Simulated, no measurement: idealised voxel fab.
The following is a process module called voxel self aligned vias.
cross-section cut | 290 nm wide | cells 5 nm
In this document a cross-section is written as a grid of square cells. It is given as a series of bands, listed from the top down, and a band is one or more rows of cells.
Look at the band entry: it leads with the top's height and the bottom's height in nm. Then it lists the materials left to right, with a width in nm for each. The word "edge to edge" on a single material says that material fills the band edge to edge. The word "empty" is empty space.
Convention: height 0 is the level below which the wafer, as received, is all one material. The lowest band does not terminate at the bottom but continues downward, represented as "0 down".
Width spec "30 to 40" -> top row of cells at first value, bottom row at second value, equal per-row change in between.
Given "stayed the same" for a step, no cell of the cross-section differs between before and after that step.
"Closed void inventory" - sealed voids, min. 8 cells, no opening to top; format: width x height at distance (distance from left edge; nm throughout).
Heads up: the bit after the settings on a step's line is the simulator's remark on that step.
For masked steps, "overlay nm" on the step line gives how far right of plan the mask actually lay; a minus sign means it lay to the left.
[The steps planned for the process are as follows]
- 1: RECEIVE (material Si)
- 2: CONFORMAL_DEP (material SiO2; thk nm 15)
- 3: CONFORMAL_DEP (material SiCN; thk nm 5)
- 4: DIRECTIONAL_DEP (material SiO2; thk nm 20)
- 5: MASKED_ETCH (tone open; mask id LINES; width nm 25; pitch nm 70; etch materials SiO2; depth nm 20; overlay nm 0)
- 6: CONFORMAL_DEP (material TiN; thk nm 5)
- 7: FILL_DEP (material Ru; thk nm 10)
- 8: CMP (height nm 40)
- 9: SELECTIVE_ETCH (etch materials W Ru TiN; depth nm 10)
- 10: FILL_DEP (material SiN; thk nm 5)
- 11: CMP (height nm 40)
- 12: DIRECTIONAL_DEP (material SiO2; thk nm 20)
- 13: PATTERN (tone open; mask id VIAS; material resist; width nm 45; thk nm 20; overlay nm 0)
- 14: DIRECTIONAL_ETCH (etch materials SiO2; depth nm 20)
- 15: DIRECTIONAL_ETCH (etch materials SiN; depth nm 10)
- 16: STRIP (etch materials resist)
- 17: CONFORMAL_DEP (material TiN; thk nm 5)
- 18: FILL_DEP (material W; thk nm 5)
- 19: CMP (height nm 60)
- 20: CONFORMAL_DEP (material SiN; thk nm 5)
[The first wafer of two, processed as planned]
[This is the cross-section of the wafer as we received it, i.e. after step 1]
- 0 down: Si edge to edge
- Closed void inventory: none
[Cross-section: wafer state after step 2]
- 15 to 0: SiO2 edge to edge
- Below a height of 0, the structure has not been altered.
[Cross-section: wafer state after step 3]
- 20 to 15: SiCN edge to edge
- Below a height of 15, the structure has not been altered.
[Cross-section: wafer state after step 4]
- 40 to 20: SiO2 edge to edge
- Below a height of 20, the structure has not been altered.
[Cross-section: wafer state after step 5]
- 40 to 20: SiO2=95  empty=25  SiO2=45  empty=25  SiO2=100
- Below a height of 20, the structure has not been altered.
[Cross-section: wafer state after step 6]
- 45 to 40: TiN=100  empty=15  TiN=55  empty=15  TiN=105
- 40 to 25: SiO2=95  TiN=5  empty=15  TiN=5  SiO2=45  TiN=5  empty=15  TiN=5  SiO2=100
- 25 to 20: SiO2=95  TiN=25  SiO2=45  TiN=25  SiO2=100
- Below a height of 20, the structure has not been altered.
[Cross-section: wafer state after step 7]
- 55 to 45: Ru edge to edge
- 45 to 40: TiN=100  Ru=15  TiN=55  Ru=15  TiN=105
- 40 to 25: SiO2=95  TiN=5  Ru=15  TiN=5  SiO2=45  TiN=5  Ru=15  TiN=5  SiO2=100
- Below a height of 25, the structure has not been altered.
[Cross-section: wafer state after step 8]
- 40 to 25: SiO2=95  TiN=5  Ru=15  TiN=5  SiO2=45  TiN=5  Ru=15  TiN=5  SiO2=100
- Below a height of 25, the structure has not been altered.
[Cross-section: wafer state after step 9]
- 40 to 30: SiO2=95  empty=25  SiO2=45  empty=25  SiO2=100
- Below a height of 30, the structure has not been altered.
[Cross-section: wafer state after step 10]
- 45 to 40: SiN edge to edge
- 40 to 30: SiO2=95  SiN=25  SiO2=45  SiN=25  SiO2=100
- Below a height of 30, the structure has not been altered.
[Cross-section: wafer state after step 11]
- 40 to 30: SiO2=95  SiN=25  SiO2=45  SiN=25  SiO2=100
- Below a height of 30, the structure has not been altered.
[Cross-section: wafer state after step 12]
- 60 to 40: SiO2 edge to edge
- Below a height of 40, the structure has not been altered.
[Cross-section: wafer state after step 13]
- 80 to 60: resist=85  empty=45  resist=160
- Below a height of 60, the structure has not been altered.
[Cross-section: wafer state after step 14]
- 80 to 60: resist=85  empty=45  resist=160
- 60 to 40: SiO2=85  empty=45  SiO2=160
- Below a height of 40, the structure has not been altered.
[Cross-section: wafer state after step 15]
- 80 to 60: resist=85  empty=45  resist=160
- 60 to 40: SiO2=85  empty=45  SiO2=160
- 40 to 30: SiO2=95  empty=25  SiO2=45  SiN=25  SiO2=100
- Below a height of 30, the structure has not been altered.
[Cross-section: wafer state after step 16]
- 60 to 40: SiO2=85  empty=45  SiO2=160
- Below a height of 40, the structure has not been altered.
[Cross-section: wafer state after step 17]
- 65 to 60: TiN=90  empty=35  TiN=165
- 60 to 45: SiO2=85  TiN=5  empty=35  TiN=5  SiO2=160
- 45 to 40: SiO2=85  TiN=15  empty=15  TiN=15  SiO2=160
- 40 to 35: SiO2=95  TiN=5  empty=15  TiN=5  SiO2=45  SiN=25  SiO2=100
- 35 to 30: SiO2=95  TiN=25  SiO2=45  SiN=25  SiO2=100
- Below a height of 30, the structure has not been altered.
[Cross-section: wafer state after step 18]
- 70 to 65: W edge to edge
- 65 to 60: TiN=90  W=35  TiN=165
- 60 to 45: SiO2=85  TiN=5  W=35  TiN=5  SiO2=160
- 45 to 40: SiO2=85  TiN=15  W=15  TiN=15  SiO2=160
- 40 to 35: SiO2=95  TiN=5  W=15  TiN=5  SiO2=45  SiN=25  SiO2=100
- Below a height of 35, the structure has not been altered.
[Cross-section: wafer state after step 19]
- 60 to 45: SiO2=85  TiN=5  W=35  TiN=5  SiO2=160
- Below a height of 45, the structure has not been altered.
[Cross-section: wafer state after step 20]
- 65 to 60: SiN edge to edge
- Below a height of 60, the structure has not been altered.
[Second wafer. Start and plan as for the first. One mistake made in running. Agrees with the first up to and including step 11]
[Planned end of step 12: second wafer, cross-section]
- 55 to 40: SiO2 edge to edge
- Below a height of 40, the structure has not been altered.
[Planned end of step 13: second wafer, cross-section]
- 75 to 55: resist=85  empty=45  resist=160
- Below a height of 55, the structure has not been altered.
[Planned end of step 14: second wafer, cross-section]
- 75 to 55: resist=85  empty=45  resist=160
- 55 to 40: SiO2=85  empty=45  SiO2=160
- 40 to 35: SiO2=85  empty=10  SiN=25  empty=10  SiO2=35  SiN=25  SiO2=100
- Below a height of 35, the structure has not been altered.
[Planned end of step 15: second wafer, cross-section]
- 75 to 55: resist=85  empty=45  resist=160
- 55 to 40: SiO2=85  empty=45  SiO2=160
- 40 to 30: SiO2=85 to 95  empty=45 to 25  SiO2=35 to 45  SiN=25  SiO2=100
- Below a height of 30, the structure has not been altered.
[Planned end of step 16: second wafer, cross-section]
- 55 to 40: SiO2=85  empty=45  SiO2=160
- Below a height of 40, the structure has not been altered.
[Planned end of step 17: second wafer, cross-section]
- 60 to 55: TiN=90  empty=35  TiN=165
- 55 to 40: SiO2=85  TiN=5  empty=35  TiN=5  SiO2=160
- 40 to 35: SiO2=85  TiN=15  empty=15  TiN=15  SiO2=35  SiN=25  SiO2=100
- 35 to 30: SiO2=95  TiN=25  SiO2=45  SiN=25  SiO2=100
- Below a height of 30, the structure has not been altered.
[Planned end of step 18: second wafer, cross-section]
- 65 to 60: W edge to edge
- 60 to 55: TiN=90  W=35  TiN=165
- 55 to 40: SiO2=85  TiN=5  W=35  TiN=5  SiO2=160
- 40 to 35: SiO2=85  TiN=15  W=15  TiN=15  SiO2=35  SiN=25  SiO2=100
- Below a height of 35, the structure has not been altered.
[Planned end of step 19: second wafer, cross-section]
- 60 to 55: TiN=90  W=35  TiN=165
- Below a height of 55, the structure has not been altered.
[Planned end of step 20: second wafer, cross-section]
- 65 to 60: SiN edge to edge
- Below a height of 60, the structure has not been altered.
Nonconformance to the process plan: planned and actual differ for step 12; actual: DIRECTIONAL_DEP (material SiO2; thk nm 15)
Heads up, by the end the second wafer has more or fewer cells of some materials compared to the first: 53 fewer of SiO2 | 49 more of TiN | 4 more of W
